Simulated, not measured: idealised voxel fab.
Documented hereafter: the process module known as voxel released beams.
Each square cell in cross-section cut measures 5 nm, and the section as a whole is 140 nm wide.
Throughout this document, each cross-section is represented as a grid of square cells and is presented as a sequence of bands enumerated from the top downward, where a band comprises one or more rows of cells. Quick guide to a band line: top height, bottom height (nm) up front; then every material left to right with its width in nm. Only one material and it's marked "throughout"? Then it fills the band edge to edge. And "empty" just means empty space. Counting heights begins at 0, where everything beneath is, in the wafer as received, one material. The lowest band has no bottom; it goes on downwards, as "0 and below" shows. You'd read "30->40" like this: the band's top row of cells is as wide as the first number, its bottom row is as wide as the second, and going down, every row changes width by the same amount as the row before did. What does "stayed the same" mean for a step? It means no cell of the cross-section changed in that step. The list in "Entrapped void list" covers empty spaces of 8 cells or more that cannot reach the top through any open way, and it gives each as width x height at distance; the distance is from the left edge, and width, height and distance are in nm. Past the settings on a step's line: simulator remark, on that step. The setting "overlay nm" may be written on the line of a step. When the step uses a mask, the value reports how far to the right of the planned place the mask lay, and a negative value reports that it lay to the left.

[Process steps (planned)]
1. RECEIVE, material Si
2. CONFORMAL_DEP, material SiN, thk nm 10
3. DIRECTIONAL_DEP, material SiO2, thk nm 10
4. MASKED_ETCH, tone open, mask id ANCHOR, width nm 35, etch materials SiO2, depth nm 10, overlay nm 0
5. CONFORMAL_DEP, material polySi, thk nm 15
6. DIRECTIONAL_DEP, material aC, thk nm 15
7. PATTERN, tone cover, mask id BEAM, material resist, width nm 80, thk nm 35, overlay nm 0
8. DIRECTIONAL_ETCH, etch materials aC, depth nm 15
9. STRIP, etch materials resist
10. DIRECTIONAL_ETCH, etch materials polySi, depth nm 15
11. STRIP, etch materials aC
12. STRIP, etch materials SiO2

[First wafer, two in total, run as planned]

[Cross-section of the wafer as it came to us, i.e., already through step 1]
    0 and below = Si throughout
    Entrapped void list: none

[Step 2 complete: cross-section through the wafer]
    10 down to 0 = SiN throughout
    Lower than 0, everything is as it was.

[Step 3 complete: cross-section through the wafer]
    20 down to 10 = SiO2 throughout
    Lower than 10, everything is as it was.

[Step 4 complete: cross-section through the wafer]
    20 down to 10 = 30 nm SiO2 | 35 nm empty | 75 nm SiO2
    Lower than 10, everything is as it was.

[Step 5 complete: cross-section through the wafer]
    35 down to 25 = 45 nm polySi | 5 nm empty | 90 nm polySi
    25 down to 20 = polySi throughout
    20 down to 10 = 30 nm SiO2 | 35 nm polySi | 75 nm SiO2
    Lower than 10, everything is as it was.

[Step 6 complete: cross-section through the wafer]
    50 down to 40 = 45 nm aC | 5 nm empty | 90 nm aC
    40 down to 35 = aC throughout
    35 down to 25 = 45 nm polySi | 5 nm aC | 90 nm polySi
    Lower than 25, everything is as it was.

[Step 7 complete: cross-section through the wafer]
    85 down to 50 = 25 nm empty | 80 nm resist | 35 nm empty
    50 down to 40 = 45 nm aC | 5 nm resist | 90 nm aC
    Lower than 40, everything is as it was.

[Step 8 complete: cross-section through the wafer]
    70 down to 50 = 25 nm empty | 80 nm resist | 35 nm empty
    50 down to 40 = 25 nm empty | 20 nm aC | 5 nm resist | 55 nm aC | 35 nm empty
    40 down to 35 = 25 nm empty | 80 nm aC | 35 nm empty
    Lower than 35, everything is as it was.

[Step 9 complete: cross-section through the wafer]
    50 down to 40 = 25 nm empty | 20 nm aC | 5 nm empty | 55 nm aC | 35 nm empty
    Lower than 40, everything is as it was.

[Step 10 complete: cross-section through the wafer]
    50 down to 40 = 25 nm empty | 20 nm aC | 5 nm empty | 55 nm aC | 35 nm empty
    40 down to 35 = 25 nm empty | 80 nm aC | 35 nm empty
    35 down to 25 = 25 nm empty | 20 nm polySi | 5 nm aC | 55 nm polySi | 35 nm empty
    25 down to 20 = 25 nm empty | 80 nm polySi | 35 nm empty
    Lower than 20, everything is as it was.

[Step 11 complete: cross-section through the wafer]
    35 down to 25 = 25 nm empty | 20 nm polySi | 5 nm empty | 55 nm polySi | 35 nm empty
    Lower than 25, everything is as it was.

[Step 12 complete: cross-section through the wafer]
    35 down to 25 = 25 nm empty | 20 nm polySi | 5 nm empty | 55 nm polySi | 35 nm empty
    25 down to 20 = 25 nm empty | 80 nm polySi | 35 nm empty
    20 down to 10 = 30 nm empty | 35 nm polySi | 75 nm empty
    Lower than 10, everything is as it was.

[Second wafer. Start and plan as for the first. One mistake made in running. Agrees with the first up to and including step 4]

[Cross-section, second wafer, at the end time the plan gives for step 5]
    30 down to 20 = 40 nm polySi | 15 nm empty | 85 nm polySi
    20 down to 10 = 30 nm SiO2 | 35 nm polySi | 75 nm SiO2
    Lower than 10, everything is as it was.

[Cross-section, second wafer, at the end time the plan gives for step 6]
    45 down to 35 = 40 nm aC | 15 nm empty | 85 nm aC
    35 down to 30 = aC throughout
    30 down to 20 = 40 nm polySi | 15 nm aC | 85 nm polySi
    Lower than 20, everything is as it was.

[Cross-section, second wafer, at the end time the plan gives for step 7]
    80 down to 45 = 25 nm empty | 80 nm resist | 35 nm empty
    45 down to 35 = 40 nm aC | 15 nm resist | 85 nm aC
    Lower than 35, everything is as it was.

[Cross-section, second wafer, at the end time the plan gives for step 8]
    65 down to 45 = 25 nm empty | 80 nm resist | 35 nm empty
    45 down to 35 = 25 nm empty | 15 nm aC | 15 nm resist | 50 nm aC | 35 nm empty
    35 down to 30 = 25 nm empty | 80 nm aC | 35 nm empty
    Lower than 30, everything is as it was.

[Cross-section, second wafer, at the end time the plan gives for step 9]
    45 down to 35 = 25 nm empty | 15 nm aC | 15 nm empty | 50 nm aC | 35 nm empty
    Lower than 35, everything is as it was.

[Cross-section, second wafer, at the end time the plan gives for step 10]
    45 down to 35 = 25 nm empty | 15 nm aC | 15 nm empty | 50 nm aC | 35 nm empty
    35 down to 30 = 25 nm empty | 80 nm aC | 35 nm empty
    30 down to 20 = 25 nm empty | 15 nm polySi | 15 nm aC | 50 nm polySi | 35 nm empty
    Lower than 20, everything is as it was.

[Cross-section, second wafer, at the end time the plan gives for step 11]
    30 down to 20 = 25 nm empty | 15 nm polySi | 15 nm empty | 50 nm polySi | 35 nm empty
    Lower than 20, everything is as it was.

[Cross-section, second wafer, at the end time the plan gives for step 12]
    30 down to 20 = 25 nm empty | 15 nm polySi | 15 nm empty | 50 nm polySi | 35 nm empty
    20 down to 10 = 30 nm empty | 35 nm polySi | 75 nm empty
    Lower than 10, everything is as it was.
It is concluded that the wafer was processed incorrectly with respect to the plan, in that planned and actual differ for step 5; actual: CONFORMAL_DEP, material polySi, thk nm 10
Per the end-of-run cell counts, the second wafer holds more or fewer of some materials than the first: polySi -20
